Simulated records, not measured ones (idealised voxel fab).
Proc. module: voxel transistor to metal
Cross-sectional view cut (width: 185 nm; square cell size: 5 nm).
Just so we're on the same page, the cross-sections are grids of square cells, and they're listed out in bands top to bottom, each band one or more rows deep. Heads up on the band format: heights come first, top then bottom, in nm. After that it's the materials left to right, each with its width in nm. A single material flagged "edge to edge" fills the whole band edge to edge, and "empty" means there's empty space there. Heads up on the height convention: 0 is the point under which the incoming wafer is all one material, and the lowest band has no bottom, it just keeps going down, like "0 and below". Quick explanation for "30 to 40": the width changes in equal steps down the rows of cells, from the first number in the band's top row to the second number in its bottom row. You'll sometimes find "no modifications" written for a step, and that's the way of saying that nowhere in the cross-section did a cell change during that step. So "Closed void inventory" is basically the list of trapped voids: any empty space of 8 cells or more that can't reach the top through an opening. They're written width x height at distance, the distance being from the left edge, and it's all nm. On a step's line, text after the settings is the simulator commenting on that step. overlay nm: step with mask; distance mask lay right of planned place; negative value = left of planned place.
List of planned process steps:
step 1: RECEIVE [material Si]
step 2: OXIDIZE [depth nm 5]
step 3: CONFORMAL_DEP [material SiN] [thk nm 10]
step 4: PATTERN [tone cover] [mask id ACTIVE] [material resist] [width nm 115] [thk nm 15] [overlay nm 0]
step 5: DIRECTIONAL_ETCH [etch materials SiN] [depth nm 10]
step 6: DIRECTIONAL_ETCH [etch materials SiO2] [depth nm 5]
step 7: DIRECTIONAL_ETCH [etch materials Si] [depth nm 35]
step 8: STRIP [etch materials resist]
step 9: OXIDIZE [depth nm 5]
step 10: FILL_DEP [material SiO2] [thk nm 5]
step 11: CMP [height nm 10]
step 12: SELECTIVE_ETCH [etch materials SiO2] [depth nm 5]
step 13: STRIP [etch materials SiN]
step 14: SELECTIVE_ETCH [etch materials SiO2] [depth nm 5]
step 15: OXIDIZE [depth nm 5]
step 16: DIRECTIONAL_DEP [material polySi] [thk nm 25]
step 17: DIRECTIONAL_DEP [material SiCN] [thk nm 10]
step 18: MASKED_ETCH [tone cover] [mask id GATE] [width nm 35] [etch materials SiCN] [depth nm 20] [overlay nm 0]
step 19: MASKED_ETCH [tone cover] [mask id GATE] [width nm 35] [etch materials polySi] [depth nm 35] [overlay nm 0]
step 20: CONFORMAL_DEP [material SiN] [thk nm 10]
step 21: DIRECTIONAL_ETCH [etch materials SiN] [depth nm 10]
step 22: DIRECTIONAL_ETCH [etch materials SiO2] [depth nm 5]
step 23: DIRECTIONAL_ETCH [etch materials Si] [depth nm 10]
step 24: EPI [material pSi] [thk nm 15]
step 25: FILL_DEP [material SiO2] [thk nm 5]
step 26: CMP [height nm 20]
step 27: STRIP [etch materials polySi]
step 28: SELECTIVE_ETCH [etch materials SiO2] [depth nm 5]
step 29: CONFORMAL_DEP [material HfO2] [thk nm 5]
step 30: CONFORMAL_DEP [material TiN] [thk nm 5]
step 31: FILL_DEP [material W] [thk nm 5]
step 32: CMP [height nm 15]
step 33: DIRECTIONAL_DEP [material SiO2] [thk nm 10]
step 34: DIRECTIONAL_DEP [material aC] [thk nm 15]
step 35: PATTERN [tone open] [mask id CONTACT] [material resist] [width nm 15] [pitch nm 90] [thk nm 35] [overlay nm 0]
step 36: DIRECTIONAL_ETCH [etch materials aC] [depth nm 15]
step 37: STRIP [etch materials resist]
step 38: DIRECTIONAL_ETCH [etch materials SiO2] [depth nm 30]
step 39: STRIP [etch materials aC]
step 40: CONFORMAL_DEP [material TiN] [thk nm 5]
step 41: FILL_DEP [material W] [thk nm 10]
step 42: CMP [height nm 25]
step 43: DIRECTIONAL_DEP [material TiN] [thk nm 5]
step 44: DIRECTIONAL_DEP [material Ru] [thk nm 20]
step 45: MASKED_ETCH [tone cover] [mask id METAL_1] [width nm 15] [pitch nm 90] [etch materials Ru] [depth nm 20] [overlay nm 0]
step 46: MASKED_ETCH [tone cover] [mask id METAL_1] [width nm 15] [pitch nm 90] [etch materials TiN] [depth nm 5] [overlay nm 0]
step 47: CONFORMAL_DEP [material SiN] [thk nm 5]
step 48: FILL_DEP [material SiO2] [thk nm 10]
step 49: CMP [height nm 50]
step 50: CONFORMAL_DEP [material SiCN] [thk nm 5]
Cross-section of the wafer upon arrival, representing the state reached after step 1:
  0 and below | Si edge to edge
  Closed void inventory: none
Cross-section, first of two wafers, end of module, run as planned:
  55 down to 50 | SiCN edge to edge
  50 down to 30 | SiO2 35 / SiN 5 / Ru 15 / SiN 5 / SiO2 65 / SiN 5 / Ru 15 / SiN 5 / SiO2 35
  30 down to 25 | SiN 40 / TiN 15 / SiN 75 / TiN 15 / SiN 40
  25 down to 15 | SiO2 40 / TiN 5 / W 5 / TiN 5 / SiO2 75 / TiN 5 / W 5 / TiN 5 / SiO2 40
  15 down to 10 | SiO2 40 / TiN 5 / W 5 / TiN 5 / SiO2 10 / SiN 10 / HfO2 5 / TiN 5 / W 15 / TiN 5 / HfO2 5 / SiN 10 / SiO2 10 / TiN 5 / W 5 / TiN 5 / SiO2 40
  10 down to 5 | SiO2 40 / TiN 15 / SiO2 10 / SiN 10 / HfO2 5 / TiN 5 / W 15 / TiN 5 / HfO2 5 / SiN 10 / SiO2 10 / TiN 15 / SiO2 40
  5 down to 0 | SiO2 40 / TiN 10 / pSi 15 / SiN 10 / HfO2 5 / TiN 5 / W 15 / TiN 5 / HfO2 5 / SiN 10 / pSi 15 / TiN 10 / SiO2 40
  0 down to -5 | SiO2 30 / SiN 10 / TiN 10 / pSi 15 / SiN 10 / HfO2 5 / TiN 25 / HfO2 5 / SiN 10 / pSi 15 / TiN 10 / SiN 10 / SiO2 30
  -5 down to -10 | SiO2 40 / pSi 25 / SiO2 5 / HfO2 45 / SiO2 5 / pSi 25 / SiO2 40
  -10 down to -20 | SiO2 40 / pSi 25 / Si 55 / pSi 25 / SiO2 40
  -20 down to -45 | SiO2 40 / Si 105 / SiO2 40
  -45 and below | Si edge to edge
  Closed void inventory: none
This cross-section belongs to the second wafer of two at the end of the module; the start and the plan were shared with the first, and the run included one mistake:
  55 down to 50 | SiCN edge to edge
  50 down to 30 | SiO2 35 / SiN 5 / Ru 20 / SiN 5 / SiO2 60 / SiN 5 / Ru 20 / SiN 5 / SiO2 30
  30 down to 25 | SiN 40 / TiN 20 / SiN 70 / TiN 20 / SiN 35
  25 down to 15 | SiO2 40 / TiN 5 / W 5 / TiN 5 / SiO2 75 / TiN 5 / W 5 / TiN 5 / SiO2 40
  15 down to 10 | SiO2 40 / TiN 5 / W 5 / TiN 5 / SiO2 10 / SiN 10 / HfO2 5 / TiN 5 / W 15 / TiN 5 / HfO2 5 / SiN 10 / SiO2 10 / TiN 5 / W 5 / TiN 5 / SiO2 40
  10 down to 5 | SiO2 40 / TiN 15 / SiO2 10 / SiN 10 / HfO2 5 / TiN 5 / W 15 / TiN 5 / HfO2 5 / SiN 10 / SiO2 10 / TiN 15 / SiO2 40
  5 down to 0 | SiO2 40 / TiN 10 / pSi 15 / SiN 10 / HfO2 5 / TiN 5 / W 15 / TiN 5 / HfO2 5 / SiN 10 / pSi 15 / TiN 10 / SiO2 40
  0 down to -5 | SiO2 30 / SiN 10 / TiN 10 / pSi 15 / SiN 10 / HfO2 5 / TiN 25 / HfO2 5 / SiN 10 / pSi 15 / TiN 10 / SiN 10 / SiO2 30
  -5 down to -10 | SiO2 40 / pSi 25 / SiO2 5 / HfO2 45 / SiO2 5 / pSi 25 / SiO2 40
  -10 down to -20 | SiO2 40 / pSi 25 / Si 55 / pSi 25 / SiO2 40
  -20 down to -45 | SiO2 40 / Si 105 / SiO2 40
  -45 and below | Si edge to edge
  Closed void inventory: none
Diagnosis: rather than as planned, step 45 actually ran as MASKED_ETCH [tone cover] [mask id METAL_1] [width nm 20] [pitch nm 90] [etch materials Ru] [depth nm 20] [overlay nm 0]
Looking at both finished wafers in cells, the second ends up ahead of or behind the first on some materials: Ru +8 | SiN -2 | SiO2 -8 | TiN +2
